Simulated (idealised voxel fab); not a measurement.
voxel ribs on slabs: a process module
275 nm wide, 5 nm square cells: that's cross-section cut.
When this document writes out a cross-section, it uses a grid of square cells and lists it as bands, beginning at the top and moving down, with a band standing for one or more rows of cells.
Each band's line starts with the height of the band's top and of its bottom, in nm. Then come its materials from left to right, each with its width in nm. One material with "all across" fills the band from edge to edge. "empty" is empty space.
It should be noted that heights are counted from 0, beneath which the wafer as supplied is of one material throughout, and that the lowest band possesses no lower boundary but continues downward, as written in "0 -> down".
The expression "30->40" gives the width at the extremes of the band, the first number at its top row of cells and the second at its bottom row, with the width changing by equal amounts from each row to the next in between.
It should be understood that the words "no modification", when stated for a given step, signify that the cross-section underwent no change in any of its cells during that step.
In "Sealed internal cavities" the enclosed voids are listed, meaning empty spaces of 8 cells or larger without any opening to the top. The form is width x height at distance, distance from the left edge, units nm.
Whatever follows a step's settings on its line is a remark the simulator itself makes about that step.
overlay nm: how far to the right of its planned place the mask lay on this masked step (negative: to the left).
### Steps planned for the process
| 1 | RECEIVE, material Si |
| 2 | DIRECTIONAL_DEP, material SiO2, thk nm 30 |
| 3 | DIRECTIONAL_DEP, material polySi, thk nm 25 |
| 4 | MASKED_ETCH, tone cover, mask id RIB, width nm 20, etch materials polySi, depth nm 5, overlay nm 0 |
| 5 | MASKED_ETCH, tone cover, mask id SLAB, width nm 80, etch materials polySi, depth nm 20, overlay nm 0 |
| 6 | FILL_DEP, material SiO2, thk nm 20 |
| 7 | CMP, height nm 70 |
| 8 | DIRECTIONAL_DEP, material TiN, thk nm 10 |
| 9 | MASKED_ETCH, tone cover, mask id HEATER, width nm 30, etch materials TiN, depth nm 10, overlay nm 0 |
| 10 | CONFORMAL_DEP, material SiN, thk nm 10 |
### Wafer at receipt (post step 1), cross-section
* 0 -> down | Si all across
* Sealed internal cavities: none
### Cross-section taken at module completion on the first of two wafers; processed per the plan
* 90 -> 80 | 110 nm empty, 50 nm SiN, 115 nm empty
* 80 -> 70 | 120 nm SiN, 30 nm TiN, 125 nm SiN
* 70 -> 55 | SiO2 all across
* 55 -> 50 | 125 nm SiO2, 20 nm polySi, 130 nm SiO2
* 50 -> 30 | 95 nm SiO2, 80 nm polySi, 100 nm SiO2
* 30 -> 0 | SiO2 all across
* 0 -> down | Si all across
* Sealed internal cavities: none
### This cross-section belongs to the second wafer of two at the end of the module; the start and the plan were shared with the first, and the run included one mistake
* 80 -> 70 | 120 nm empty, 30 nm TiN, 125 nm empty
* 70 -> 55 | SiO2 all across
* 55 -> 50 | 125 nm SiO2, 20 nm polySi, 130 nm SiO2
* 50 -> 30 | 95 nm SiO2, 80 nm polySi, 100 nm SiO2
* 30 -> 0 | SiO2 all across
* 0 -> down | Si all across
* Sealed internal cavities: none
Nonconformance to the process plan: plan step 10 skipped
Wrapping up, a cell-based count of both wafers puts the second over or under the first for these materials: SiN: 118 fewer
